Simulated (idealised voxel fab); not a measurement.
Herein follows the process module entitled voxel self aligned contacts.
Each square cell in cross-section cut measures 5 nm, and the section as a whole is 220 nm wide.
This document writes a cross-section as a grid whose cells are square, and gives it as bands, listed from the top down; one or more rows of cells form a band.
The band entry comprises the height of the band's top followed by the height of its bottom, expressed in nm, and subsequently the band's materials from left to right, each stated together with its width in nm. Where a single material is marked with the word "all across", that material fills the band from edge to edge. The word "blank" represents empty space.
Ref level 0: as-received wafer is one material below here. Bottom band extends down with no lower bound ("0..down").
Width "30->40": first value at the band's top row of cells, second value at its bottom row, equal change from row to row.
Step marked "no modification"? Then no cell in the cross-section changed in it.
Empty spaces without an open route to the top, at least 8 cells in extent, make up the entry "Closed cavity list"; each is given as width x height at distance, where the distance is measured from the left edge, and all are in nm.
Read whatever lies past the settings on a step's line as the simulator's own remark about the step.
overlay nm, on a step with a mask: how far to the right of its planned place the mask lay; to the left if negative
Read each pair as before and after one process step. The after cross-section shows only down to the lowest band that changed. The step between them and its settings are given below the pair. Pairs can come from different runs of this module on the same starting wafer. A pair continues from the pair above only where its "Before-step section" entry says so.

## Before-step section
0..down = Si all across
Closed cavity list: none

## after
0..-5 = SiO2 all across
Lower than -5, everything is as it was.
Closed cavity list: none
Quick note on the step between the two cross-sections above: OXIDIZE | depth nm 5

Before-step section: the wafer arrives at this step looking as the after cross-section in the pair just above shows it.

## after
30..0 = polySi all across
Lower than 0, everything is as it was.
Closed cavity list: none
Quick note on the step between the two cross-sections above: DIRECTIONAL_DEP | material polySi | thk nm 30

Before-step section: the wafer arrives at this step looking as the after cross-section in the pair just above shows it.

## after
45..30 = SiN all across
Lower than 30, everything is as it was.
Closed cavity list: none
Quick note on the step between the two cross-sections above: DIRECTIONAL_DEP | material SiN | thk nm 15

Before-step section: the wafer arrives at this step looking as the after cross-section in the pair just above shows it.

## after
45..30 = 35 blank, then 30 SiN, then 30 blank, then 30 SiN, then 30 blank, then 30 SiN, then 35 blank
Lower than 30, everything is as it was.
Closed cavity list: none
Quick note on the step between the two cross-sections above: MASKED_ETCH | tone cover | mask id GATE | width nm 30 | pitch nm 60 | etch materials SiN | depth nm 15 | overlay nm 0

Before-step section: the wafer arrives at this step looking as the after cross-section in the pair just above shows it.

## after
45..30 = 35 blank, then 30 SiN, then 30 blank, then 30 SiN, then 30 blank, then 30 SiN, then 35 blank
30..0 = 35 blank, then 30 polySi, then 30 blank, then 30 polySi, then 30 blank, then 30 polySi, then 35 blank
Lower than 0, everything is as it was.
Closed cavity list: none
Quick note on the step between the two cross-sections above: MASKED_ETCH | tone cover | mask id GATE | width nm 30 | pitch nm 60 | etch materials polySi | depth nm 30 | overlay nm 0

Before-step section: the wafer arrives at this step looking as the after cross-section in the pair just above shows it.

## after
50..30 = 30 blank, then 40 SiN, then 20 blank, then 40 SiN, then 20 blank, then 40 SiN, then 30 blank
30..5 = 30 blank, then 5 SiN, then 30 polySi, then 5 SiN, then 20 blank, then 5 SiN, then 30 polySi, then 5 SiN, then 20 blank, then 5 SiN, then 30 polySi, then 5 SiN, then 30 blank
5..0 = 35 SiN, then 30 polySi, then 30 SiN, then 30 polySi, then 30 SiN, then 30 polySi, then 35 SiN
Lower than 0, everything is as it was.
Closed cavity list: none
Quick note on the step between the two cross-sections above: CONFORMAL_DEP | material SiN | thk nm 5

Before-step section: the wafer arrives at this step looking as the after cross-section in the pair just above shows it.

## after
45..30 = 30 blank, then 40 SiN, then 20 blank, then 40 SiN, then 20 blank, then 40 SiN, then 30 blank
30..0 = 30 blank, then 5 SiN, then 30 polySi, then 5 SiN, then 20 blank, then 5 SiN, then 30 polySi, then 5 SiN, then 20 blank, then 5 SiN, then 30 polySi, then 5 SiN, then 30 blank
Lower than 0, everything is as it was.
Closed cavity list: none
Quick note on the step between the two cross-sections above: DIRECTIONAL_ETCH | etch materials SiN | depth nm 5

Before-step section: the wafer arrives at this step looking as the after cross-section in the pair just above shows it.

## after
60..45 = SiO2 all across
45..30 = 30 SiO2, then 40 SiN, then 20 SiO2, then 40 SiN, then 20 SiO2, then 40 SiN, then 30 SiO2
30..0 = 30 SiO2, then 5 SiN, then 30 polySi, then 5 SiN, then 20 SiO2, then 5 SiN, then 30 polySi, then 5 SiN, then 20 SiO2, then 5 SiN, then 30 polySi, then 5 SiN, then 30 SiO2
Lower than 0, everything is as it was.
Closed cavity list: none
Quick note on the step between the two cross-sections above: FILL_DEP | material SiO2 | thk nm 15

Before-step section: the wafer arrives at this step looking as the after cross-section in the pair just above shows it.

## after
55..45 = SiO2 all across
Lower than 45, everything is as it was.
Closed cavity list: none
Quick note on the step between the two cross-sections above: CMP | height nm 55

Before-step section: the wafer arrives at this step looking as the after cross-section in the pair just above shows it.

## after
75..55 = 60 resist, then 40 blank, then 20 resist, then 40 blank, then 60 resist
Lower than 55, everything is as it was.
Closed cavity list: none
Quick note on the step between the two cross-sections above: PATTERN | tone open | mask id CONTACT | material resist | width nm 40 | pitch nm 60 | thk nm 20 | overlay nm 0

Before-step section: the wafer arrives at this step looking as the after cross-section in the pair just above shows it.

## after
75..55 = 60 resist, then 40 blank, then 20 resist, then 40 blank, then 60 resist
55..45 = 60 SiO2, then 40 blank, then 20 SiO2, then 40 blank, then 60 SiO2
45..30 = 30 SiO2, then 40 SiN, then 20 blank, then 40 SiN, then 20 blank, then 40 SiN, then 30 SiO2
30..0 = 30 SiO2, then 5 SiN, then 30 polySi, then 5 SiN, then 20 blank, then 5 SiN, then 30 polySi, then 5 SiN, then 20 blank, then 5 SiN, then 30 polySi, then 5 SiN, then 30 SiO2
0..-5 = 70 SiO2, then 20 blank, then 40 SiO2, then 20 blank, then 70 SiO2
Lower than -5, everything is as it was.
Closed cavity list: none
Quick note on the step between the two cross-sections above: DIRECTIONAL_ETCH | etch materials SiO2 | depth nm 60

Before-step section: the wafer arrives at this step looking as the after cross-section in the pair just above shows it.

## after
55..45 = 60 SiO2, then 40 blank, then 20 SiO2, then 40 blank, then 60 SiO2
Lower than 45, everything is as it was.
Closed cavity list: none
Quick note on the step between the two cross-sections above: STRIP | etch materials resist

Before-step section: the wafer arrives at this step looking as the after cross-section in the pair just above shows it.

## after
60..55 = 65 TiN, then 30 blank, then 30 TiN, then 30 blank, then 65 TiN
55..45 = 60 SiO2, then 5->15 TiN, then 30->10 blank, then 5->15 TiN, then 20 SiO2, then 5->15 TiN, then 30->10 blank, then 5->15 TiN, then 60 SiO2
45..30 = 30 SiO2, then 40 SiN, then 5 TiN, then 10 blank, then 5 TiN, then 40 SiN, then 5 TiN, then 10 blank, then 5 TiN, then 40 SiN, then 30 SiO2
30..0 = 30 SiO2, then 5 SiN, then 30 polySi, then 5 SiN, then 5 TiN, then 10 blank, then 5 TiN, then 5 SiN, then 30 polySi, then 5 SiN, then 5 TiN, then 10 blank, then 5 TiN, then 5 SiN, then 30 polySi, then 5 SiN, then 30 SiO2
0..-5 = 70 SiO2, then 20 TiN, then 40 SiO2, then 20 TiN, then 70 SiO2
Lower than -5, everything is as it was.
Closed cavity list: none
Quick note on the step between the two cross-sections above: CONFORMAL_DEP | material TiN | thk nm 5

Before-step section: the wafer arrives at this step looking as the after cross-section in the pair just above shows it.

## after
65..60 = W all across
60..55 = 65 TiN, then 30 W, then 30 TiN, then 30 W, then 65 TiN
55..45 = 60 SiO2, then 5->15 TiN, then 30->10 W, then 5->15 TiN, then 20 SiO2, then 5->15 TiN, then 30->10 W, then 5->15 TiN, then 60 SiO2
45..30 = 30 SiO2, then 40 SiN, then 5 TiN, then 10 W, then 5 TiN, then 40 SiN, then 5 TiN, then 10 W, then 5 TiN, then 40 SiN, then 30 SiO2
30..0 = 30 SiO2, then 5 SiN, then 30 polySi, then 5 SiN, then 5 TiN, then 10 W, then 5 TiN, then 5 SiN, then 30 polySi, then 5 SiN, then 5 TiN, then 10 W, then 5 TiN, then 5 SiN, then 30 polySi, then 5 SiN, then 30 SiO2
Lower than 0, everything is as it was.
Closed cavity list: none
Quick note on the step between the two cross-sections above: FILL_DEP | material W | thk nm 5

Before-step section: the wafer arrives at this step looking as the after cross-section in the pair just above shows it.

## after
55..45 = 60 SiO2, then 5->15 TiN, then 30->10 W, then 5->15 TiN, then 20 SiO2, then 5->15 TiN, then 30->10 W, then 5->15 TiN, then 60 SiO2
Lower than 45, everything is as it was.
Closed cavity list: none
Quick note on the step between the two cross-sections above: CMP | height nm 55

Before-step section: the wafer arrives at this step looking as the after cross-section in the pair just above shows it.

## after
60..55 = SiN all across
Lower than 55, everything is as it was.
Closed cavity list: none
Quick note on the step between the two cross-sections above: CONFORMAL_DEP | material SiN | thk nm 5

## Before-step section
0..down = Si all across
Closed cavity list: none

## after
30..0 = polySi all across
Lower than 0, everything is as it was.
Closed cavity list: none
Quick note on the step between the two cross-sections above: DIRECTIONAL_DEP | material polySi | thk nm 30

Before-step section: the wafer arrives at this step looking as the after cross-section in the pair just above shows it.

## after
45..30 = SiN all across
Lower than 30, everything is as it was.
Closed cavity list: none
Quick note on the step between the two cross-sections above: DIRECTIONAL_DEP | material SiN | thk nm 15

Before-step section: the wafer arrives at this step looking as the after cross-section in the pair just above shows it.

## after
45..30 = 35 blank, then 30 SiN, then 30 blank, then 30 SiN, then 30 blank, then 30 SiN, then 35 blank
Lower than 30, everything is as it was.
Closed cavity list: none
Quick note on the step between the two cross-sections above: MASKED_ETCH | tone cover | mask id GATE | width nm 30 | pitch nm 60 | etch materials SiN | depth nm 15 | overlay nm 0

Before-step section: the wafer arrives at this step looking as the after cross-section in the pair just above shows it.

## after
45..30 = 35 blank, then 30 SiN, then 30 blank, then 30 SiN, then 30 blank, then 30 SiN, then 35 blank
30..0 = 35 blank, then 30 polySi, then 30 blank, then 30 polySi, then 30 blank, then 30 polySi, then 35 blank
Lower than 0, everything is as it was.
Closed cavity list: none
Quick note on the step between the two cross-sections above: MASKED_ETCH | tone cover | mask id GATE | width nm 30 | pitch nm 60 | etch materials polySi | depth nm 30 | overlay nm 0

Before-step section: the wafer arrives at this step looking as the after cross-section in the pair just above shows it.

## after
50..30 = 30 blank, then 40 SiN, then 20 blank, then 40 SiN, then 20 blank, then 40 SiN, then 30 blank
30..5 = 30 blank, then 5 SiN, then 30 polySi, then 5 SiN, then 20 blank, then 5 SiN, then 30 polySi, then 5 SiN, then 20 blank, then 5 SiN, then 30 polySi, then 5 SiN, then 30 blank
5..0 = 35 SiN, then 30 polySi, then 30 SiN, then 30 polySi, then 30 SiN, then 30 polySi, then 35 SiN
Lower than 0, everything is as it was.
Closed cavity list: none
Quick note on the step between the two cross-sections above: CONFORMAL_DEP | material SiN | thk nm 5

Before-step section: the wafer arrives at this step looking as the after cross-section in the pair just above shows it.

## after
45..30 = 30 blank, then 40 SiN, then 20 blank, then 40 SiN, then 20 blank, then 40 SiN, then 30 blank
30..0 = 30 blank, then 5 SiN, then 30 polySi, then 5 SiN, then 20 blank, then 5 SiN, then 30 polySi, then 5 SiN, then 20 blank, then 5 SiN, then 30 polySi, then 5 SiN, then 30 blank
Lower than 0, everything is as it was.
Closed cavity list: none
Quick note on the step between the two cross-sections above: DIRECTIONAL_ETCH | etch materials SiN | depth nm 5

Before-step section: the wafer arrives at this step looking as the after cross-section in the pair just above shows it.

## after
60..45 = SiO2 all across
45..30 = 30 SiO2, then 40 SiN, then 20 SiO2, then 40 SiN, then 20 SiO2, then 40 SiN, then 30 SiO2
30..0 = 30 SiO2, then 5 SiN, then 30 polySi, then 5 SiN, then 20 SiO2, then 5 SiN, then 30 polySi, then 5 SiN, then 20 SiO2, then 5 SiN, then 30 polySi, then 5 SiN, then 30 SiO2
Lower than 0, everything is as it was.
Closed cavity list: none
Quick note on the step between the two cross-sections above: FILL_DEP | material SiO2 | thk nm 15

Before-step section: the wafer arrives at this step looking as the after cross-section in the pair just above shows it.

## after
55..45 = SiO2 all across
Lower than 45, everything is as it was.
Closed cavity list: none
Quick note on the step between the two cross-sections above: CMP | height nm 55

Before-step section: the wafer arrives at this step looking as the after cross-section in the pair just above shows it.

## after
75..55 = 60 resist, then 40 blank, then 20 resist, then 40 blank, then 60 resist
Lower than 55, everything is as it was.
Closed cavity list: none
Quick note on the step between the two cross-sections above: PATTERN | tone open | mask id CONTACT | material resist | width nm 40 | pitch nm 60 | thk nm 20 | overlay nm 0

Before-step section: the wafer arrives at this step looking as the after cross-section in the pair just above shows it.

## after
75..55 = 60 resist, then 40 blank, then 20 resist, then 40 blank, then 60 resist
55..45 = 60 SiO2, then 40 blank, then 20 SiO2, then 40 blank, then 60 SiO2
45..30 = 30 SiO2, then 40 SiN, then 20 blank, then 40 SiN, then 20 blank, then 40 SiN, then 30 SiO2
30..0 = 30 SiO2, then 5 SiN, then 30 polySi, then 5 SiN, then 20 blank, then 5 SiN, then 30 polySi, then 5 SiN, then 20 blank, then 5 SiN, then 30 polySi, then 5 SiN, then 30 SiO2
Lower than 0, everything is as it was.
Closed cavity list: none
Quick note on the step between the two cross-sections above: DIRECTIONAL_ETCH | etch materials SiO2 | depth nm 60

Before-step section: the wafer arrives at this step looking as the after cross-section in the pair just above shows it.

## after
55..45 = 60 SiO2, then 40 blank, then 20 SiO2, then 40 blank, then 60 SiO2
Lower than 45, everything is as it was.
Closed cavity list: none
Quick note on the step between the two cross-sections above: STRIP | etch materials resist

Before-step section: the wafer arrives at this step looking as the after cross-section in the pair just above shows it.

## after
60..55 = 65 TiN, then 30 blank, then 30 TiN, then 30 blank, then 65 TiN
55..45 = 60 SiO2, then 5->15 TiN, then 30->10 blank, then 5->15 TiN, then 20 SiO2, then 5->15 TiN, then 30->10 blank, then 5->15 TiN, then 60 SiO2
45..30 = 30 SiO2, then 40 SiN, then 5 TiN, then 10 blank, then 5 TiN, then 40 SiN, then 5 TiN, then 10 blank, then 5 TiN, then 40 SiN, then 30 SiO2
30..5 = 30 SiO2, then 5 SiN, then 30 polySi, then 5 SiN, then 5 TiN, then 10 blank, then 5 TiN, then 5 SiN, then 30 polySi, then 5 SiN, then 5 TiN, then 10 blank, then 5 TiN, then 5 SiN, then 30 polySi, then 5 SiN, then 30 SiO2
5..0 = 30 SiO2, then 5 SiN, then 30 polySi, then 5 SiN, then 20 TiN, then 5 SiN, then 30 polySi, then 5 SiN, then 20 TiN, then 5 SiN, then 30 polySi, then 5 SiN, then 30 SiO2
Lower than 0, everything is as it was.
Closed cavity list: none
Quick note on the step between the two cross-sections above: CONFORMAL_DEP | material TiN | thk nm 5

Before-step section: the wafer arrives at this step looking as the after cross-section in the pair just above shows it.

## after
65..60 = W all across
60..55 = 65 TiN, then 30 W, then 30 TiN, then 30 W, then 65 TiN
55..45 = 60 SiO2, then 5->15 TiN, then 30->10 W, then 5->15 TiN, then 20 SiO2, then 5->15 TiN, then 30->10 W, then 5->15 TiN, then 60 SiO2
45..30 = 30 SiO2, then 40 SiN, then 5 TiN, then 10 W, then 5 TiN, then 40 SiN, then 5 TiN, then 10 W, then 5 TiN, then 40 SiN, then 30 SiO2
30..5 = 30 SiO2, then 5 SiN, then 30 polySi, then 5 SiN, then 5 TiN, then 10 W, then 5 TiN, then 5 SiN, then 30 polySi, then 5 SiN, then 5 TiN, then 10 W, then 5 TiN, then 5 SiN, then 30 polySi, then 5 SiN, then 30 SiO2
Lower than 5, everything is as it was.
Closed cavity list: none
Quick note on the step between the two cross-sections above: FILL_DEP | material W | thk nm 5

Before-step section: the wafer arrives at this step looking as the after cross-section in the pair just above shows it.

## after
55..45 = 60 SiO2, then 5->15 TiN, then 30->10 W, then 5->15 TiN, then 20 SiO2, then 5->15 TiN, then 30->10 W, then 5->15 TiN, then 60 SiO2
Lower than 45, everything is as it was.
Closed cavity list: none
Quick note on the step between the two cross-sections above: CMP | height nm 55

Before-step section: the wafer arrives at this step looking as the after cross-section in the pair just above shows it.

## after
60..55 = SiN all across
Lower than 55, everything is as it was.
Closed cavity list: none
Quick note on the step between the two cross-sections above: CONFORMAL_DEP | material SiN | thk nm 5

## Before-step section
45..30 = SiN all across
30..0 = polySi all across
0..-5 = SiO2 all across
-5..down = Si all across
Closed cavity list: none

## after
60..30 = SiN all across
Lower than 30, everything is as it was.
Closed cavity list: none
Quick note on the step between the two cross-sections above: DIRECTIONAL_DEP | material SiN | thk nm 15

Before-step section: the wafer arrives at this step looking as the after cross-section in the pair just above shows it.

## after
60..45 = 35 blank, then 30 SiN, then 30 blank, then 30 SiN, then 30 blank, then 30 SiN, then 35 blank
Lower than 45, everything is as it was.
Closed cavity list: none
Quick note on the step between the two cross-sections above: MASKED_ETCH | tone cover | mask id GATE | width nm 30 | pitch nm 60 | etch materials SiN | depth nm 15 | overlay nm 0

Before-step section: the wafer arrives at this step looking as the after cross-section in the pair just above shows it.

## after
65..50 = 30 blank, then 40 SiN, then 20 blank, then 40 SiN, then 20 blank, then 40 SiN, then 30 blank
50..30 = SiN all across
Lower than 30, everything is as it was.
Closed cavity list: none
Quick note on the step between the two cross-sections above: CONFORMAL_DEP | material SiN | thk nm 5

Before-step section: the wafer arrives at this step looking as the after cross-section in the pair just above shows it.

## after
60..45 = 30 blank, then 40 SiN, then 20 blank, then 40 SiN, then 20 blank, then 40 SiN, then 30 blank
Lower than 45, everything is as it was.
Closed cavity list: none
Quick note on the step between the two cross-sections above: DIRECTIONAL_ETCH | etch materials SiN | depth nm 5

Before-step section: the wafer arrives at this step looking as the after cross-section in the pair just above shows it.

## after
75..60 = SiO2 all across
60..45 = 30 SiO2, then 40 SiN, then 20 SiO2, then 40 SiN, then 20 SiO2, then 40 SiN, then 30 SiO2
Lower than 45, everything is as it was.
Closed cavity list: none
Quick note on the step between the two cross-sections above: FILL_DEP | material SiO2 | thk nm 15

Before-step section: the wafer arrives at this step looking as the after cross-section in the pair just above shows it.

## after
55..45 = 30 SiO2, then 40 SiN, then 20 SiO2, then 40 SiN, then 20 SiO2, then 40 SiN, then 30 SiO2
Lower than 45, everything is as it was.
Closed cavity list: none
Quick note on the step between the two cross-sections above: CMP | height nm 55

Before-step section: the wafer arrives at this step looking as the after cross-section in the pair just above shows it.

## after
75..55 = 60 resist, then 40 blank, then 20 resist, then 40 blank, then 60 resist
Lower than 55, everything is as it was.
Closed cavity list: none
Quick note on the step between the two cross-sections above: PATTERN | tone open | mask id CONTACT | material resist | width nm 40 | pitch nm 60 | thk nm 20 | overlay nm 0

Before-step section: the wafer arrives at this step looking as the after cross-section in the pair just above shows it.

## after
75..55 = 60 resist, then 40 blank, then 20 resist, then 40 blank, then 60 resist
55..45 = 30 SiO2, then 40 SiN, then 20 blank, then 40 SiN, then 20 blank, then 40 SiN, then 30 SiO2
Lower than 45, everything is as it was.
Closed cavity list: none
Quick note on the step between the two cross-sections above: DIRECTIONAL_ETCH | etch materials SiO2 | depth nm 60

Before-step section: the wafer arrives at this step looking as the after cross-section in the pair just above shows it.

## after
55..45 = 30 SiO2, then 40 SiN, then 20 blank, then 40 SiN, then 20 blank, then 40 SiN, then 30 SiO2
Lower than 45, everything is as it was.
Closed cavity list: none
Quick note on the step between the two cross-sections above: STRIP | etch materials resist

Before-step section: the wafer arrives at this step looking as the after cross-section in the pair just above shows it.

## after
60..55 = 75 TiN, then 10 blank, then 50 TiN, then 10 blank, then 75 TiN
55..50 = 30 SiO2, then 40 SiN, then 5 TiN, then 10 blank, then 5 TiN, then 40 SiN, then 5 TiN, then 10 blank, then 5 TiN, then 40 SiN, then 30 SiO2
50..45 = 30 SiO2, then 40 SiN, then 20 TiN, then 40 SiN, then 20 TiN, then 40 SiN, then 30 SiO2
Lower than 45, everything is as it was.
Closed cavity list: none
Quick note on the step between the two cross-sections above: CONFORMAL_DEP | material TiN | thk nm 5

Before-step section: the wafer arrives at this step looking as the after cross-section in the pair just above shows it.

## after
65..60 = W all across
60..55 = 75 TiN, then 10 W, then 50 TiN, then 10 W, then 75 TiN
55..50 = 30 SiO2, then 40 SiN, then 5 TiN, then 10 W, then 5 TiN, then 40 SiN, then 5 TiN, then 10 W, then 5 TiN, then 40 SiN, then 30 SiO2
Lower than 50, everything is as it was.
Closed cavity list: none
Quick note on the step between the two cross-sections above: FILL_DEP | material W | thk nm 5

Before-step section: the wafer arrives at this step looking as the after cross-section in the pair just above shows it.

## after
55..50 = 30 SiO2, then 40 SiN, then 5 TiN, then 10 W, then 5 TiN, then 40 SiN, then 5 TiN, then 10 W, then 5 TiN, then 40 SiN, then 30 SiO2
Lower than 50, everything is as it was.
Closed cavity list: none
Quick note on the step between the two cross-sections above: CMP | height nm 55

Before-step section: the wafer arrives at this step looking as the after cross-section in the pair just above shows it.

## after
60..55 = SiN all across
Lower than 55, everything is as it was.
Closed cavity list: none
Quick note on the step between the two cross-sections above: CONFORMAL_DEP | material SiN | thk nm 5

## Before-step section
45..30 = 35 blank, then 30 SiN, then 30 blank, then 30 SiN, then 30 blank, then 30 SiN, then 35 blank
30..0 = 35 blank, then 30 polySi, then 30 blank, then 30 polySi, then 30 blank, then 30 polySi, then 35 blank
0..-5 = SiO2 all across
-5..down = Si all across
Closed cavity list: none

## after
40..30 = 35 blank, then 30 SiN, then 30 blank, then 30 SiN, then 30 blank, then 30 SiN, then 35 blank
Lower than 30, everything is as it was.
Closed cavity list: none
Quick note on the step between the two cross-sections above: DIRECTIONAL_ETCH | etch materials SiN | depth nm 5

Before-step section: the wafer arrives at this step looking as the after cross-section in the pair just above shows it.

## after
45..30 = 30 blank, then 40 SiN, then 20 blank, then 40 SiN, then 20 blank, then 40 SiN, then 30 blank
30..5 = 30 blank, then 5 SiN, then 30 polySi, then 5 SiN, then 20 blank, then 5 SiN, then 30 polySi, then 5 SiN, then 20 blank, then 5 SiN, then 30 polySi, then 5 SiN, then 30 blank
5..0 = 35 SiN, then 30 polySi, then 30 SiN, then 30 polySi, then 30 SiN, then 30 polySi, then 35 SiN
Lower than 0, everything is as it was.
Closed cavity list: none
Quick note on the step between the two cross-sections above: CONFORMAL_DEP | material SiN | thk nm 5

Before-step section: the wafer arrives at this step looking as the after cross-section in the pair just above shows it.

## after
60..45 = SiO2 all across
45..30 = 30 SiO2, then 40 SiN, then 20 SiO2, then 40 SiN, then 20 SiO2, then 40 SiN, then 30 SiO2
30..5 = 30 SiO2, then 5 SiN, then 30 polySi, then 5 SiN, then 20 SiO2, then 5 SiN, then 30 polySi, then 5 SiN, then 20 SiO2, then 5 SiN, then 30 polySi, then 5 SiN, then 30 SiO2
Lower than 5, everything is as it was.
Closed cavity list: none
Quick note on the step between the two cross-sections above: FILL_DEP | material SiO2 | thk nm 15

Before-step section: the wafer arrives at this step looking as the after cross-section in the pair just above shows it.

## after
55..45 = SiO2 all across
Lower than 45, everything is as it was.
Closed cavity list: none
Quick note on the step between the two cross-sections above: CMP | height nm 55

Before-step section: the wafer arrives at this step looking as the after cross-section in the pair just above shows it.

## after
75..55 = 60 resist, then 40 blank, then 20 resist, then 40 blank, then 60 resist
Lower than 55, everything is as it was.
Closed cavity list: none
Quick note on the step between the two cross-sections above: PATTERN | tone open | mask id CONTACT | material resist | width nm 40 | pitch nm 60 | thk nm 20 | overlay nm 0

Before-step section: the wafer arrives at this step looking as the after cross-section in the pair just above shows it.

## after
75..55 = 60 resist, then 40 blank, then 20 resist, then 40 blank, then 60 resist
55..45 = 60 SiO2, then 40 blank, then 20 SiO2, then 40 blank, then 60 SiO2
45..30 = 30 SiO2, then 40 SiN, then 20 blank, then 40 SiN, then 20 blank, then 40 SiN, then 30 SiO2
30..5 = 30 SiO2, then 5 SiN, then 30 polySi, then 5 SiN, then 20 blank, then 5 SiN, then 30 polySi, then 5 SiN, then 20 blank, then 5 SiN, then 30 polySi, then 5 SiN, then 30 SiO2
Lower than 5, everything is as it was.
Closed cavity list: none
Quick note on the step between the two cross-sections above: DIRECTIONAL_ETCH | etch materials SiO2 | depth nm 60

Before-step section: the wafer arrives at this step looking as the after cross-section in the pair just above shows it.

## after
55..45 = 60 SiO2, then 40 blank, then 20 SiO2, then 40 blank, then 60 SiO2
Lower than 45, everything is as it was.
Closed cavity list: none
Quick note on the step between the two cross-sections above: STRIP | etch materials resist

Before-step section: the wafer arrives at this step looking as the after cross-section in the pair just above shows it.

## after
60..55 = 65 TiN, then 30 blank, then 30 TiN, then 30 blank, then 65 TiN
55..45 = 60 SiO2, then 5->15 TiN, then 30->10 blank, then 5->15 TiN, then 20 SiO2, then 5->15 TiN, then 30->10 blank, then 5->15 TiN, then 60 SiO2
45..30 = 30 SiO2, then 40 SiN, then 5 TiN, then 10 blank, then 5 TiN, then 40 SiN, then 5 TiN, then 10 blank, then 5 TiN, then 40 SiN, then 30 SiO2
30..10 = 30 SiO2, then 5 SiN, then 30 polySi, then 5 SiN, then 5 TiN, then 10 blank, then 5 TiN, then 5 SiN, then 30 polySi, then 5 SiN, then 5 TiN, then 10 blank, then 5 TiN, then 5 SiN, then 30 polySi, then 5 SiN, then 30 SiO2
10..5 = 30 SiO2, then 5 SiN, then 30 polySi, then 5 SiN, then 20 TiN, then 5 SiN, then 30 polySi, then 5 SiN, then 20 TiN, then 5 SiN, then 30 polySi, then 5 SiN, then 30 SiO2
Lower than 5, everything is as it was.
Closed cavity list: none
Quick note on the step between the two cross-sections above: CONFORMAL_DEP | material TiN | thk nm 5

Before-step section: the wafer arrives at this step looking as the after cross-section in the pair just above shows it.

## after
65..60 = W all across
60..55 = 65 TiN, then 30 W, then 30 TiN, then 30 W, then 65 TiN
55..45 = 60 SiO2, then 5->15 TiN, then 30->10 W, then 5->15 TiN, then 20 SiO2, then 5->15 TiN, then 30->10 W, then 5->15 TiN, then 60 SiO2
45..30 = 30 SiO2, then 40 SiN, then 5 TiN, then 10 W, then 5 TiN, then 40 SiN, then 5 TiN, then 10 W, then 5 TiN, then 40 SiN, then 30 SiO2
30..10 = 30 SiO2, then 5 SiN, then 30 polySi, then 5 SiN, then 5 TiN, then 10 W, then 5 TiN, then 5 SiN, then 30 polySi, then 5 SiN, then 5 TiN, then 10 W, then 5 TiN, then 5 SiN, then 30 polySi, then 5 SiN, then 30 SiO2
Lower than 10, everything is as it was.
Closed cavity list: none
Quick note on the step between the two cross-sections above: FILL_DEP | material W | thk nm 5

Before-step section: the wafer arrives at this step looking as the after cross-section in the pair just above shows it.

## after
55..45 = 60 SiO2, then 5->15 TiN, then 30->10 W, then 5->15 TiN, then 20 SiO2, then 5->15 TiN, then 30->10 W, then 5->15 TiN, then 60 SiO2
Lower than 45, everything is as it was.
Closed cavity list: none
Quick note on the step between the two cross-sections above: CMP | height nm 55

Before-step section: the wafer arrives at this step looking as the after cross-section in the pair just above shows it.

## after
60..55 = SiN all across
Lower than 55, everything is as it was.
Closed cavity list: none
Quick note on the step between the two cross-sections above: CONFORMAL_DEP | material SiN | thk nm 5

## Before-step section
30..0 = polySi all across
0..-5 = SiO2 all across
-5..down = Si all across
Closed cavity list: none

## after
50..30 = SiN all across
Lower than 30, everything is as it was.
Closed cavity list: none
Quick note on the step between the two cross-sections above: DIRECTIONAL_DEP | material SiN | thk nm 20

Before-step section: the wafer arrives at this step looking as the after cross-section in the pair just above shows it.

## after
50..35 = 35 blank, then 30 SiN, then 30 blank, then 30 SiN, then 30 blank, then 30 SiN, then 35 blank
Lower than 35, everything is as it was.
Closed cavity list: none
Quick note on the step between the two cross-sections above: MASKED_ETCH | tone cover | mask id GATE | width nm 30 | pitch nm 60 | etch materials SiN | depth nm 15 | overlay nm 0

Before-step section: the wafer arrives at this step looking as the after cross-section in the pair just above shows it.

## after
55..40 = 30 blank, then 40 SiN, then 20 blank, then 40 SiN, then 20 blank, then 40 SiN, then 30 blank
40..30 = SiN all across
Lower than 30, everything is as it was.
Closed cavity list: none
Quick note on the step between the two cross-sections above: CONFORMAL_DEP | material SiN | thk nm 5

Before-step section: the wafer arrives at this step looking as the after cross-section in the pair just above shows it.

## after
50..35 = 30 blank, then 40 SiN, then 20 blank, then 40 SiN, then 20 blank, then 40 SiN, then 30 blank
Lower than 35, everything is as it was.
Closed cavity list: none
Quick note on the step between the two cross-sections above: DIRECTIONAL_ETCH | etch materials SiN | depth nm 5

Before-step section: the wafer arrives at this step looking as the after cross-section in the pair just above shows it.

## after
65..50 = SiO2 all across
50..35 = 30 SiO2, then 40 SiN, then 20 SiO2, then 40 SiN, then 20 SiO2, then 40 SiN, then 30 SiO2
Lower than 35, everything is as it was.
Closed cavity list: none
Quick note on the step between the two cross-sections above: FILL_DEP | material SiO2 | thk nm 15

Before-step section: the wafer arrives at this step looking as the after cross-section in the pair just above shows it.

## after
55..50 = SiO2 all across
Lower than 50, everything is as it was.
Closed cavity list: none
Quick note on the step between the two cross-sections above: CMP | height nm 55

Before-step section: the wafer arrives at this step looking as the after cross-section in the pair just above shows it.

## after
75..55 = 60 resist, then 40 blank, then 20 resist, then 40 blank, then 60 resist
Lower than 55, everything is as it was.
Closed cavity list: none
Quick note on the step between the two cross-sections above: PATTERN | tone open | mask id CONTACT | material resist | width nm 40 | pitch nm 60 | thk nm 20 | overlay nm 0

Before-step section: the wafer arrives at this step looking as the after cross-section in the pair just above shows it.

## after
75..55 = 60 resist, then 40 blank, then 20 resist, then 40 blank, then 60 resist
55..50 = 60 SiO2, then 40 blank, then 20 SiO2, then 40 blank, then 60 SiO2
50..35 = 30 SiO2, then 40 SiN, then 20 blank, then 40 SiN, then 20 blank, then 40 SiN, then 30 SiO2
Lower than 35, everything is as it was.
Closed cavity list: none
Quick note on the step between the two cross-sections above: DIRECTIONAL_ETCH | etch materials SiO2 | depth nm 60

Before-step section: the wafer arrives at this step looking as the after cross-section in the pair just above shows it.

## after
55..50 = 60 SiO2, then 40 blank, then 20 SiO2, then 40 blank, then 60 SiO2
Lower than 50, everything is as it was.
Closed cavity list: none
Quick note on the step between the two cross-sections above: STRIP | etch materials resist
